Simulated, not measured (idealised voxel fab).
You're looking at the process module voxel transistor to metal.
In the cross-section labelled cut, the width is 285 nm and each square cell is 5 nm.
We lay out every cross-section as a grid of square cells and spell it out in bands from the top down, where one band means one or more rows of cells. The entry gives the band's vertical extent as a top height and a bottom height in nm, then its horizontal make-up as materials from left to right, each with a width in nm. "air" stands for empty space; a single material marked "throughout" fills the band edge to edge. For the purposes of this specification, 0 denotes the height below which the wafer in its as-received condition is composed wholly of one material, and the lowermost band, lacking a lower limit, extends downward without end, as expressed in "top 0, no bottom". Per-row width for "30->40": begins at first number (top row of band), ends at second number (bottom row), increment between rows held constant. Reading "left unchanged" for a step: not a cell of the cross-section changed in it. Any empty space of 8 cells or more lacking an open way to the top shows up in "Voids, fully enclosed" as width x height at distance, distance from the left edge, in nm. On a step's line, text after the settings is the simulator commenting on that step. You can add "overlay nm" to a step's line. For a step with a mask, it describes how far the mask lay to the right of its planned position, and a negative number describes a lay to the left.

# Steps in the process plan
1) RECEIVE,material Si
2) CONFORMAL_DEP,material SiO2,thk nm 5
3) CONFORMAL_DEP,material SiN,thk nm 10
4) PATTERN,tone cover,mask id ACTIVE,material resist,width nm 105,pitch nm 135,thk nm 20,overlay nm 0
5) DIRECTIONAL_ETCH,etch materials SiN,depth nm 10
6) DIRECTIONAL_ETCH,etch materials SiO2,depth nm 5
7) DIRECTIONAL_ETCH,etch materials Si,depth nm 35
8) STRIP,etch materials resist
9) OXIDIZE,depth nm 5
10) FILL_DEP,material SiO2,thk nm 10
11) CMP,height nm 15
12) SELECTIVE_ETCH,etch materials SiO2,depth nm 10
13) STRIP,etch materials SiN
14) SELECTIVE_ETCH,etch materials SiO2,depth nm 5
15) OXIDIZE,depth nm 5
16) DIRECTIONAL_DEP,material polySi,thk nm 25
17) DIRECTIONAL_DEP,material SiCN,thk nm 15
18) MASKED_ETCH,tone cover,mask id GATE,width nm 25,pitch nm 135,etch materials SiCN,depth nm 25,overlay nm 0
19) MASKED_ETCH,tone cover,mask id GATE,width nm 25,pitch nm 135,etch materials polySi,depth nm 35,overlay nm 0
20) CONFORMAL_DEP,material SiN,thk nm 5
21) DIRECTIONAL_ETCH,etch materials SiN,depth nm 5
22) DIRECTIONAL_ETCH,etch materials SiO2,depth nm 5
23) DIRECTIONAL_ETCH,etch materials Si,depth nm 10
24) EPI,material nSi,thk nm 10
25) FILL_DEP,material SiO2,thk nm 5
26) CMP,height nm 40
27) DIRECTIONAL_DEP,material SiO2,thk nm 15
28) PATTERN,tone open,mask id CONTACT,material resist,width nm 15,thk nm 20,overlay nm 0
29) DIRECTIONAL_ETCH,etch materials SiO2,depth nm 60
30) STRIP,etch materials resist
31) CONFORMAL_DEP,material TiN,thk nm 5
32) FILL_DEP,material W,thk nm 5
33) CMP,height nm 55
34) CONFORMAL_DEP,material SiCN,thk nm 5
35) DIRECTIONAL_DEP,material lowk,thk nm 25
36) PATTERN,tone open,mask id METAL_1,material resist,width nm 15,thk nm 15,overlay nm 0
37) DIRECTIONAL_ETCH,etch materials lowk,depth nm 25
38) DIRECTIONAL_ETCH,etch materials SiCN,depth nm 5
39) STRIP,etch materials resist
40) CONFORMAL_DEP,material TiN,thk nm 5
41) FILL_DEP,material Ru,thk nm 10
42) CMP,height nm 85
43) CONFORMAL_DEP,material SiCN,thk nm 5

# Cross-sectional view of the wafer in its as-received condition, corresponding to the state after step 1
* top 0, no bottom | Si throughout
* Voids, fully enclosed: none

# first wafer at the end, as planned
* top 90, bottom 85 | SiCN throughout
* top 85, bottom 60 | 25 nm lowk | 5 nm TiN | 5 nm Ru | 5 nm TiN | 65 nm lowk | 5 nm TiN | 5 nm Ru | 5 nm TiN | 40 nm lowk | 5 nm TiN | 5 nm Ru | 5 nm TiN | 65 nm lowk | 5 nm TiN | 5 nm Ru | 5 nm TiN | 30 nm lowk
* top 60, bottom 55 | 25 nm SiCN | 15 nm TiN | 65 nm SiCN | 15 nm TiN | 40 nm SiCN | 15 nm TiN | 65 nm SiCN | 15 nm TiN | 30 nm SiCN
* top 55, bottom 40 | 25 nm SiO2 | 5 nm TiN | 5 nm W | 5 nm TiN | 65 nm SiO2 | 5 nm TiN | 5 nm W | 5 nm TiN | 40 nm SiO2 | 5 nm TiN | 5 nm W | 5 nm TiN | 65 nm SiO2 | 5 nm TiN | 5 nm W | 5 nm TiN | 30 nm SiO2
* top 40, bottom 25 | 25 nm SiO2 | 5 nm TiN | 5 nm W | 5 nm TiN | 15 nm SiO2 | 5 nm SiN | 25 nm SiCN | 5 nm SiN | 15 nm SiO2 | 5 nm TiN | 5 nm W | 5 nm TiN | 40 nm SiO2 | 5 nm TiN | 5 nm W | 5 nm TiN | 15 nm SiO2 | 5 nm SiN | 25 nm SiCN | 5 nm SiN | 15 nm SiO2 | 5 nm TiN | 5 nm W | 5 nm TiN | 30 nm SiO2
* top 25, bottom 5 | 25 nm SiO2 | 5 nm TiN | 5 nm W | 5 nm TiN | 15 nm SiO2 | 5 nm SiN | 25 nm polySi | 5 nm SiN | 15 nm SiO2 | 5 nm TiN | 5 nm W | 5 nm TiN | 40 nm SiO2 | 5 nm TiN | 5 nm W | 5 nm TiN | 15 nm SiO2 | 5 nm SiN | 25 nm polySi | 5 nm SiN | 15 nm SiO2 | 5 nm TiN | 5 nm W | 5 nm TiN | 30 nm SiO2
* top 5, bottom 0 | 25 nm SiO2 | 5 nm TiN | 5 nm W | 5 nm TiN | 5 nm SiO2 | 10 nm nSi | 5 nm SiN | 25 nm polySi | 5 nm SiN | 10 nm nSi | 5 nm SiO2 | 5 nm TiN | 5 nm W | 5 nm TiN | 40 nm SiO2 | 5 nm TiN | 5 nm W | 5 nm TiN | 5 nm SiO2 | 10 nm nSi | 5 nm SiN | 25 nm polySi | 5 nm SiN | 10 nm nSi | 5 nm SiO2 | 5 nm TiN | 5 nm W | 5 nm TiN | 30 nm SiO2
* top 0, bottom -5 | 25 nm SiO2 | 15 nm TiN | 5 nm SiO2 | 10 nm nSi | 35 nm SiO2 | 10 nm nSi | 5 nm SiO2 | 15 nm TiN | 40 nm SiO2 | 15 nm TiN | 5 nm SiO2 | 10 nm nSi | 35 nm SiO2 | 10 nm nSi | 5 nm SiO2 | 15 nm TiN | 30 nm SiO2
* top -5, bottom -15 | 25 nm SiO2 | 30 nm nSi | 35 nm Si | 30 nm nSi | 40 nm SiO2 | 30 nm nSi | 35 nm Si | 30 nm nSi | 30 nm SiO2
* top -15, bottom -40 | 25 nm SiO2 | 95 nm Si | 40 nm SiO2 | 95 nm Si | 30 nm SiO2
* top -40, no bottom | Si throughout
* Voids, fully enclosed: none

# Cross-sectional view of the second of two wafers upon completion of the module. This wafer shared its starting condition and process plan with the first; one error was made during its execution
* top 90, bottom 85 | SiCN throughout
* top 85, bottom 60 | 25 nm lowk | 5 nm TiN | 5 nm Ru | 5 nm TiN | 65 nm lowk | 5 nm TiN | 5 nm Ru | 5 nm TiN | 40 nm lowk | 5 nm TiN | 5 nm Ru | 5 nm TiN | 65 nm lowk | 5 nm TiN | 5 nm Ru | 5 nm TiN | 30 nm lowk
* top 60, bottom 55 | 25 nm SiCN | 15 nm TiN | 65 nm SiCN | 15 nm TiN | 40 nm SiCN | 15 nm TiN | 65 nm SiCN | 15 nm TiN | 30 nm SiCN
* top 55, bottom 40 | 25 nm SiO2 | 5 nm TiN | 5 nm W | 5 nm TiN | 65 nm SiO2 | 5 nm TiN | 5 nm W | 5 nm TiN | 40 nm SiO2 | 5 nm TiN | 5 nm W | 5 nm TiN | 65 nm SiO2 | 5 nm TiN | 5 nm W | 5 nm TiN | 30 nm SiO2
* top 40, bottom 25 | 25 nm SiO2 | 5 nm TiN | 5 nm W | 5 nm TiN | 15 nm SiO2 | 5 nm SiN | 25 nm SiCN | 5 nm SiN | 15 nm SiO2 | 5 nm TiN | 5 nm W | 5 nm TiN | 40 nm SiO2 | 5 nm TiN | 5 nm W | 5 nm TiN | 15 nm SiO2 | 5 nm SiN | 25 nm SiCN | 5 nm SiN | 15 nm SiO2 | 5 nm TiN | 5 nm W | 5 nm TiN | 30 nm SiO2
* top 25, bottom 5 | 25 nm SiO2 | 5 nm TiN | 5 nm W | 5 nm TiN | 15 nm SiO2 | 5 nm SiN | 25 nm polySi | 5 nm SiN | 15 nm SiO2 | 5 nm TiN | 5 nm W | 5 nm TiN | 40 nm SiO2 | 5 nm TiN | 5 nm W | 5 nm TiN | 15 nm SiO2 | 5 nm SiN | 25 nm polySi | 5 nm SiN | 15 nm SiO2 | 5 nm TiN | 5 nm W | 5 nm TiN | 30 nm SiO2
* top 5, bottom 0 | 25 nm SiO2 | 15 nm TiN | 5 nm SiO2 | 10 nm nSi | 5 nm SiN | 25 nm polySi | 5 nm SiN | 10 nm nSi | 5 nm SiO2 | 15 nm TiN | 40 nm SiO2 | 15 nm TiN | 5 nm SiO2 | 10 nm nSi | 5 nm SiN | 25 nm polySi | 5 nm SiN | 10 nm nSi | 5 nm SiO2 | 15 nm TiN | 30 nm SiO2
* top 0, bottom -5 | 15 nm SiO2 | 10 nm SiN | 15 nm nSi | 5 nm SiO2 | 10 nm nSi | 35 nm SiO2 | 10 nm nSi | 5 nm SiO2 | 15 nm nSi | 10 nm SiN | 20 nm SiO2 | 10 nm SiN | 15 nm nSi | 5 nm SiO2 | 10 nm nSi | 35 nm SiO2 | 10 nm nSi | 5 nm SiO2 | 15 nm nSi | 10 nm SiN | 20 nm SiO2
* top -5, bottom -10 | 30 nm SiO2 | 25 nm nSi | 35 nm Si | 25 nm nSi | 50 nm SiO2 | 25 nm nSi | 35 nm Si | 25 nm nSi | 35 nm SiO2
* top -10, bottom -15 | 25 nm SiO2 | 5 nm Si | 25 nm nSi | 35 nm Si | 25 nm nSi | 5 nm Si | 40 nm SiO2 | 5 nm Si | 25 nm nSi | 35 nm Si | 25 nm nSi | 5 nm Si | 30 nm SiO2
* top -15, bottom -40 | 25 nm SiO2 | 95 nm Si | 40 nm SiO2 | 95 nm Si | 30 nm SiO2
* top -40, no bottom | Si throughout
* Voids, fully enclosed: none
What broke from the plan during processing? skipped: plan step 2 (never run)
Final difference in cells, second wafer against first, listed per material as more or fewer: +4 Si, +8 SiN, -4 SiO2, -8 TiN, -4 W, +4 nSi
